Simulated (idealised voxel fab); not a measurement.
voxel trench capacitor: a process module
Square cell edge 5 nm, section width 210 nm, ID cut.
For the purposes of this document, a cross-section shall be understood as a grid of square cells, specified as bands listed in top-to-bottom order, each band consisting of one or more rows of cells. Each band's line starts with the height of the band's top and of its bottom, in nm. Then come its materials from left to right, each with its width in nm. One material with "full width" fills the band from edge to edge. "empty" is empty space. We count height from 0. Below that, the starting wafer is all one material. The lowest band never ends at the bottom but goes on down; see "top 0, no bottom" for how that is written. Top row gets the first number, bottom row gets the second, and each row in between changes by the same step: that is how a band width like "30 to 40" works. Key: "no change" - step with no changed cell in the cross-section. In the "Voids, fully enclosed" entry, you get each enclosed empty space of 8 cells or more, one with no open way to the top, written width x height at distance, distance from the left edge, in nm. Where a step's line continues beyond its settings, the continuation is a remark by the simulator itself on that step. overlay nm: mask offset rightward from planned place, masked step; negative means leftward offset.

-- Planned step list for the process
1 RECEIVE | material Si
2 CONFORMAL_DEP | material SiN | thk nm 10
3 DIRECTIONAL_DEP | material aC | thk nm 10
4 PATTERN | tone open | mask id TRENCH | material resist | width nm 15 | pitch nm 30 | thk nm 30 | overlay nm 0
5 DIRECTIONAL_ETCH | etch materials aC | depth nm 10
6 STRIP | etch materials resist
7 DIRECTIONAL_ETCH | etch materials SiN | depth nm 10
8 DIRECTIONAL_ETCH | etch materials Si | depth nm 30
9 STRIP | etch materials aC
10 CONFORMAL_DEP | material SiO2 | thk nm 5
11 FILL_DEP | material polySi | thk nm 10
12 CMP | height nm 10

-- This is the cross-section of the wafer as we received it, i.e. after step 1
> top 0, no bottom  Si full width
> Voids, fully enclosed: none

-- Cross-sectional result after module completion. Note: starting condition and plan are unchanged from above; one processing mistake was made
> top 25, bottom 15  polySi full width
> top 15, bottom 10  70 of SiO2 / 5 of polySi / 25 of SiO2 / 5 of polySi / 25 of SiO2 / 5 of polySi / 75 of SiO2
> top 10, bottom 0  65 of SiN / 5 of SiO2 / 5 of polySi / 5 of SiO2 / 15 of SiN / 5 of SiO2 / 5 of polySi / 5 of SiO2 / 15 of SiN / 5 of SiO2 / 5 of polySi / 5 of SiO2 / 70 of SiN
> top 0, bottom -25  65 of Si / 5 of SiO2 / 5 of polySi / 5 of SiO2 / 15 of Si / 5 of SiO2 / 5 of polySi / 5 of SiO2 / 15 of Si / 5 of SiO2 / 5 of polySi / 5 of SiO2 / 70 of Si
> top -25, bottom -30  65 of Si / 15 of SiO2 / 15 of Si / 15 of SiO2 / 15 of Si / 15 of SiO2 / 70 of Si
> top -30, no bottom  Si full width
> Voids, fully enclosed: none
Plan not followed: with respect to the plan, step 12 was omitted and not executed
